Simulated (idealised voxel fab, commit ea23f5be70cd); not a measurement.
The following process module bears the name voxel quadruple lines.
It is cross-section cut that appears here, measuring 230 nm in width, its square cells being 5 nm in size.
Cross-section = grid of square cells, listed top down in bands; band = one or more rows.
The entry gives the band's vertical extent as a top height and a bottom height in nm, then its horizontal make-up as materials from left to right, each with a width in nm. "blank" stands for empty space; a single material marked "full width" fills the band edge to edge.
Heights are reckoned from 0. Under this level, the received wafer is all of one material. The bottommost band is open-ended downward, for example "top 0, no bottom".
Read "30 to 40" as a graded width: first number on top, second number at the bottom, same change between each pair of neighbouring rows.
It should be understood that the words "everything unchanged", when stated for a given step, signify that the cross-section underwent no change in any of its cells during that step.
Under "Sealed void inventory" you'll find the enclosed gaps, the ones with no way out to the top, that are 8 cells or bigger; each reads width x height at distance, with distance counted from the left edge, everything in nm.
Note: text after step settings on the step line = simulator remark on that step.
Each step line may optionally specify "overlay nm", which for a step with a mask gives the rightward distance between the mask's planned place and where it lay, a negative value indicating the leftward direction.

[Planned process steps]
- 1: RECEIVE | material Si
- 2: CONFORMAL_DEP | material Al2O3 | thk nm 10
- 3: DIRECTIONAL_DEP | material W | thk nm 15
- 4: DIRECTIONAL_DEP | material polySi | thk nm 20
- 5: DIRECTIONAL_DEP | material aC | thk nm 20
- 6: PATTERN | tone cover | mask id MANDREL | material resist | width nm 35 | pitch nm 100 | thk nm 30 | overlay nm 0
- 7: DIRECTIONAL_ETCH | etch materials aC | depth nm 20
- 8: STRIP | etch materials resist
- 9: CONFORMAL_DEP | material SiO2 | thk nm 15
- 10: DIRECTIONAL_ETCH | etch materials SiO2 | depth nm 15
- 11: STRIP | etch materials aC
- 12: DIRECTIONAL_ETCH | etch materials polySi | depth nm 20
- 13: STRIP | etch materials SiO2
- 14: CONFORMAL_DEP | material SiCN | thk nm 10
- 15: DIRECTIONAL_ETCH | etch materials SiCN | depth nm 10
- 16: STRIP | etch materials polySi
- 17: DIRECTIONAL_ETCH | etch materials W | depth nm 15
- 18: STRIP | etch materials SiCN
- 19: FILL_DEP | material lowk | thk nm 5
- 20: CMP | height nm 25

[First wafer of two (run as planned)]

[So this is the incoming wafer in cross-section - it's already been through step 1]
	top 0, no bottom  Si full width
	Sealed void inventory: none

[The following cross-section depicts the wafer upon completion of step 2]
	top 10, bottom 0  Al2O3 full width
	No changes below 0.

[The following cross-section depicts the wafer upon completion of step 3]
	top 25, bottom 10  W full width
	No changes below 10.

[The following cross-section depicts the wafer upon completion of step 4]
	top 45, bottom 25  polySi full width
	No changes below 25.

[The following cross-section depicts the wafer upon completion of step 5]
	top 65, bottom 45  aC full width
	No changes below 45.

[The following cross-section depicts the wafer upon completion of step 6]
	top 95, bottom 65  blank (45), resist (35), blank (65), resist (35), blank (50)
	No changes below 65.

[The following cross-section depicts the wafer upon completion of step 7]
	top 75, bottom 65  blank (45), resist (35), blank (65), resist (35), blank (50)
	top 65, bottom 45  blank (45), aC (35), blank (65), aC (35), blank (50)
	No changes below 45.

[The following cross-section depicts the wafer upon completion of step 8]
	top 65, bottom 45  blank (45), aC (35), blank (65), aC (35), blank (50)
	No changes below 45.

[The following cross-section depicts the wafer upon completion of step 9]
	top 80, bottom 65  blank (30), SiO2 (65), blank (35), SiO2 (65), blank (35)
	top 65, bottom 60  blank (30), SiO2 (15), aC (35), SiO2 (15), blank (35), SiO2 (15), aC (35), SiO2 (15), blank (35)
	top 60, bottom 45  SiO2 (45), aC (35), SiO2 (65), aC (35), SiO2 (50)
	No changes below 45.

[The following cross-section depicts the wafer upon completion of step 10]
	top 65, bottom 45  blank (30), SiO2 (15), aC (35), SiO2 (15), blank (35), SiO2 (15), aC (35), SiO2 (15), blank (35)
	No changes below 45.

[The following cross-section depicts the wafer upon completion of step 11]
	top 65, bottom 45  blank (30), SiO2 (15), blank (35), SiO2 (15), blank (35), SiO2 (15), blank (35), SiO2 (15), blank (35)
	No changes below 45.

[The following cross-section depicts the wafer upon completion of step 12]
	top 65, bottom 45  blank (30), SiO2 (15), blank (35), SiO2 (15), blank (35), SiO2 (15), blank (35), SiO2 (15), blank (35)
	top 45, bottom 25  blank (30), polySi (15), blank (35), polySi (15), blank (35), polySi (15), blank (35), polySi (15), blank (35)
	No changes below 25.

[The following cross-section depicts the wafer upon completion of step 13]
	top 45, bottom 25  blank (30), polySi (15), blank (35), polySi (15), blank (35), polySi (15), blank (35), polySi (15), blank (35)
	No changes below 25.

[The following cross-section depicts the wafer upon completion of step 14]
	top 55, bottom 45  blank (20), SiCN (35), blank (15), SiCN (35), blank (15), SiCN (35), blank (15), SiCN (35), blank (25)
	top 45, bottom 35  blank (20), SiCN (10), polySi (15), SiCN (10), blank (15), SiCN (10), polySi (15), SiCN (10), blank (15), SiCN (10), polySi (15), SiCN (10), blank (15), SiCN (10), polySi (15), SiCN (10), blank (25)
	top 35, bottom 25  SiCN (30), polySi (15), SiCN (35), polySi (15), SiCN (35), polySi (15), SiCN (35), polySi (15), SiCN (35)
	No changes below 25.

[The following cross-section depicts the wafer upon completion of step 15]
	top 45, bottom 25  blank (20), SiCN (10), polySi (15), SiCN (10), blank (15), SiCN (10), polySi (15), SiCN (10), blank (15), SiCN (10), polySi (15), SiCN (10), blank (15), SiCN (10), polySi (15), SiCN (10), blank (25)
	No changes below 25.

[The following cross-section depicts the wafer upon completion of step 16]
	top 45, bottom 25  blank (20), SiCN (10), blank (15), SiCN (10), blank (15), SiCN (10), blank (15), SiCN (10), blank (15), SiCN (10), blank (15), SiCN (10), blank (15), SiCN (10), blank (15), SiCN (10), blank (25)
	No changes below 25.

[The following cross-section depicts the wafer upon completion of step 17]
	top 45, bottom 25  blank (20), SiCN (10), blank (15), SiCN (10), blank (15), SiCN (10), blank (15), SiCN (10), blank (15), SiCN (10), blank (15), SiCN (10), blank (15), SiCN (10), blank (15), SiCN (10), blank (25)
	top 25, bottom 10  blank (20), W (10), blank (15), W (10), blank (15), W (10), blank (15), W (10), blank (15), W (10), blank (15), W (10), blank (15), W (10), blank (15), W (10), blank (25)
	No changes below 10.

[The following cross-section depicts the wafer upon completion of step 18]
	top 25, bottom 10  blank (20), W (10), blank (15), W (10), blank (15), W (10), blank (15), W (10), blank (15), W (10), blank (15), W (10), blank (15), W (10), blank (15), W (10), blank (25)
	No changes below 10.

[The following cross-section depicts the wafer upon completion of step 19]
	top 30, bottom 25  lowk full width
	top 25, bottom 10  lowk (20), W (10), lowk (15), W (10), lowk (15), W (10), lowk (15), W (10), lowk (15), W (10), lowk (15), W (10), lowk (15), W (10), lowk (15), W (10), lowk (25)
	No changes below 10.

[The following cross-section depicts the wafer upon completion of step 20]
	top 25, bottom 10  lowk (20), W (10), lowk (15), W (10), lowk (15), W (10), lowk (15), W (10), lowk (15), W (10), lowk (15), W (10), lowk (15), W (10), lowk (15), W (10), lowk (25)
	No changes below 10.

[Now the other wafer: same start, same recipe, but we messed up one thing when running it. Up to and including step 7 it's the same as the first one]

[Cross-section of the second wafer at the time step 8 of the plan should have ended]
	top 65, bottom 45  blank (45), aC (35), blank (65), aC (35), blank (50)
	No changes below 45.

[Cross-section of the second wafer at the time step 9 of the plan should have ended]
	top 80, bottom 65  blank (30), SiO2 (65), blank (35), SiO2 (65), blank (35)
	top 65, bottom 60  blank (30), SiO2 (15), aC (35), SiO2 (15), blank (35), SiO2 (15), aC (35), SiO2 (15), blank (35)
	top 60, bottom 45  SiO2 (45), aC (35), SiO2 (65), aC (35), SiO2 (50)
	No changes below 45.

[Cross-section of the second wafer at the time step 10 of the plan should have ended]
	top 65, bottom 45  blank (30), SiO2 (15), aC (35), SiO2 (15), blank (35), SiO2 (15), aC (35), SiO2 (15), blank (35)
	No changes below 45.

[Cross-section of the second wafer at the time step 11 of the plan should have ended]
	top 65, bottom 45  blank (30), SiO2 (15), blank (35), SiO2 (15), blank (35), SiO2 (15), blank (35), SiO2 (15), blank (35)
	No changes below 45.

[Cross-section of the second wafer at the time step 12 of the plan should have ended]
	top 65, bottom 45  blank (30), SiO2 (15), blank (35), SiO2 (15), blank (35), SiO2 (15), blank (35), SiO2 (15), blank (35)
	top 45, bottom 25  blank (30), polySi (15), blank (35), polySi (15), blank (35), polySi (15), blank (35), polySi (15), blank (35)
	No changes below 25.

[Cross-section of the second wafer at the time step 13 of the plan should have ended]
	top 45, bottom 25  blank (30), polySi (15), blank (35), polySi (15), blank (35), polySi (15), blank (35), polySi (15), blank (35)
	No changes below 25.

[Cross-section of the second wafer at the time step 14 of the plan should have ended]
	top 55, bottom 45  blank (20), SiCN (35), blank (15), SiCN (35), blank (15), SiCN (35), blank (15), SiCN (35), blank (25)
	top 45, bottom 35  blank (20), SiCN (10), polySi (15), SiCN (10), blank (15), SiCN (10), polySi (15), SiCN (10), blank (15), SiCN (10), polySi (15), SiCN (10), blank (15), SiCN (10), polySi (15), SiCN (10), blank (25)
	top 35, bottom 25  SiCN (30), polySi (15), SiCN (35), polySi (15), SiCN (35), polySi (15), SiCN (35), polySi (15), SiCN (35)
	No changes below 25.

[Cross-section of the second wafer at the time step 15 of the plan should have ended]
	top 45, bottom 25  blank (20), SiCN (10), polySi (15), SiCN (10), blank (15), SiCN (10), polySi (15), SiCN (10), blank (15), SiCN (10), polySi (15), SiCN (10), blank (15), SiCN (10), polySi (15), SiCN (10), blank (25)
	No changes below 25.

[Cross-section of the second wafer at the time step 16 of the plan should have ended]
	top 45, bottom 25  blank (20), SiCN (10), blank (15), SiCN (10), blank (15), SiCN (10), blank (15), SiCN (10), blank (15), SiCN (10), blank (15), SiCN (10), blank (15), SiCN (10), blank (15), SiCN (10), blank (25)
	No changes below 25.

[Cross-section of the second wafer at the time step 17 of the plan should have ended]
	top 45, bottom 25  blank (20), SiCN (10), blank (15), SiCN (10), blank (15), SiCN (10), blank (15), SiCN (10), blank (15), SiCN (10), blank (15), SiCN (10), blank (15), SiCN (10), blank (15), SiCN (10), blank (25)
	top 25, bottom 10  blank (20), W (10), blank (15), W (10), blank (15), W (10), blank (15), W (10), blank (15), W (10), blank (15), W (10), blank (15), W (10), blank (15), W (10), blank (25)
	No changes below 10.

[Cross-section of the second wafer at the time step 18 of the plan should have ended]
	top 25, bottom 10  blank (20), W (10), blank (15), W (10), blank (15), W (10), blank (15), W (10), blank (15), W (10), blank (15), W (10), blank (15), W (10), blank (15), W (10), blank (25)
	No changes below 10.

[Cross-section of the second wafer at the time step 19 of the plan should have ended]
	top 30, bottom 25  lowk full width
	top 25, bottom 10  lowk (20), W (10), lowk (15), W (10), lowk (15), W (10), lowk (15), W (10), lowk (15), W (10), lowk (15), W (10), lowk (15), W (10), lowk (15), W (10), lowk (25)
	No changes below 10.

[Cross-section of the second wafer at the time step 20 of the plan should have ended]
	top 25, bottom 10  lowk (20), W (10), lowk (15), W (10), lowk (15), W (10), lowk (15), W (10), lowk (15), W (10), lowk (15), W (10), lowk (15), W (10), lowk (15), W (10), lowk (25)
	No changes below 10.
Error vs. plan: plan step 8 ran twice
The two wafers come out with the same cross-section, meaning that, for this model, the mistake has no consequence in the computed result.
